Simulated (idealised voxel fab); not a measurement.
Process module in this document: voxel capacitor over wiring
For reference, the cross-section in this document is cut, with width 210 nm and square cells of 5 nm.
The cross-sections in this document take the form of a grid made of square cells. They are written out as bands, in order from top to bottom. Each band consists of one or more rows of cells.
What a band's entry tells you: where the top is and where the bottom is, as heights in nm, and after that what lies inside, material by material from left to right, each with its width in nm. Empty space is written as the word "air", and a single material marked with the word "everywhere" occupies the band from edge to edge.
Heads up on the height convention: 0 is the point under which the incoming wafer is all one material, and the lowest band has no bottom, it just keeps going down, like "z 0 and below".
Width "30->40": first value at the band's top row of cells, second value at its bottom row, equal change from row to row.
No cell of the cross-section changed in a step that is given as "remained the same".
The label "Entrapped void list" introduces a list of the empty spaces, 8 cells or larger, that have no open way up to the top; each entry in it reads width x height at distance, where the distance is taken from the left edge and all three are stated in nm.
The remark found on a step's line after its settings is issued by the simulator itself and pertains to that step.
overlay nm: for a step with a mask, the amount by which the mask lay right of where it was planned; a negative amount means left of it.
BELOW IS THE LIST OF PLANNED PROCESS STEPS
1,RECEIVE, material Si
2,CONFORMAL_DEP, material SiO2, thk nm 15
3,CONFORMAL_DEP, material SiN, thk nm 5
4,DIRECTIONAL_DEP, material lowk, thk nm 15
5,PATTERN, tone open, mask id METAL_1, material resist, width nm 20, pitch nm 75, thk nm 20, overlay nm 0
6,DIRECTIONAL_ETCH, etch materials lowk, depth nm 15
7,DIRECTIONAL_ETCH, etch materials SiN, depth nm 5
8,STRIP, etch materials resist
9,CONFORMAL_DEP, material TiN, thk nm 5
10,FILL_DEP, material Ru, thk nm 10
11,CMP, height nm 35
12,EPI, material Ru, thk nm 5
13,FILL_DEP, material SiCN, thk nm 5
14,DIRECTIONAL_DEP, material lowk, thk nm 10
15,MASKED_ETCH, tone open, mask id PLUG_1, width nm 15, etch materials lowk, depth nm 10, overlay nm 0
16,MASKED_ETCH, tone open, mask id PLUG_1, width nm 15, etch materials SiCN, depth nm 5, overlay nm 0
17,EPI, material Ru, thk nm 10
18,EPI, material Ru, thk nm 5
19,DIRECTIONAL_DEP, material TiN, thk nm 5
20,DIRECTIONAL_DEP, material Al2O3, thk nm 5
21,DIRECTIONAL_DEP, material TiN, thk nm 5
22,DIRECTIONAL_DEP, material aC, thk nm 15
23,PATTERN, tone cover, mask id UPPER_PLATE, material resist, width nm 60, thk nm 35, overlay nm 0
24,DIRECTIONAL_ETCH, etch materials aC, depth nm 15
25,STRIP, etch materials resist
26,DIRECTIONAL_ETCH, etch materials TiN, depth nm 5
27,DIRECTIONAL_ETCH, etch materials Al2O3, depth nm 5
28,STRIP, etch materials aC
29,MASKED_ETCH, tone cover, mask id LOWER_PLATE, width nm 70, etch materials TiN, depth nm 5, overlay nm 0
30,FILL_DEP, material SiO2, thk nm 20
31,CMP, height nm 85
32,PATTERN, tone open, mask id PLUG_2, material resist, width nm 15, thk nm 20, overlay nm 0
33,DIRECTIONAL_ETCH, etch materials SiO2, depth nm 15
34,STRIP, etch materials resist
35,CONFORMAL_DEP, material TiN, thk nm 5
36,FILL_DEP, material Cu, thk nm 10
37,CMP, height nm 85
38,CONFORMAL_DEP, material SiCN, thk nm 5
WAFER CROSS-SECTION ON RECEIPT, I.E. AFTER STEP 1
- z 0 and below  Si everywhere
- Entrapped void list: none
STARTING STRUCTURE AND PROCESS PLAN ARE AS SHOWN ABOVE, BUT ONE MISTAKE WAS MADE IN RUNNING THE MODULE; THE WAFER CROSS-SECTION AT THE END OF THE MODULE FOLLOWS
- z 90 to 85  SiCN everywhere
- z 85 to 75  SiO2=70, TiN=5, Cu=5, TiN=5, SiO2=125
- z 75 to 65  SiO2=70->60, TiN=15->60, SiO2=125->90
- z 65 to 60  SiO2=60, Al2O3=60, SiO2=90
- z 60 to 55  SiO2=55, TiN=70, SiO2=85
- z 55 to 45  lowk=50, Ru=15, lowk=145
- z 45 to 40  SiCN=60, Ru=5, SiCN=145
- z 40 to 35  SiCN=50, Ru=30, SiCN=45, Ru=30, SiCN=55
- z 35 to 20  lowk=55, TiN=5, Ru=10, TiN=5, lowk=55, TiN=5, Ru=10, TiN=5, lowk=60
- z 20 to 15  SiN=55, TiN=20, SiN=55, TiN=20, SiN=60
- z 15 to 0  SiO2 everywhere
- z 0 and below  Si everywhere
- Entrapped void list: none
The plan and the run diverged here: step 15 ran differently from the plan; actual operation with settings: MASKED_ETCH, tone open, mask id PLUG_1, width nm 15, etch materials lowk, depth nm 10, overlay nm -10
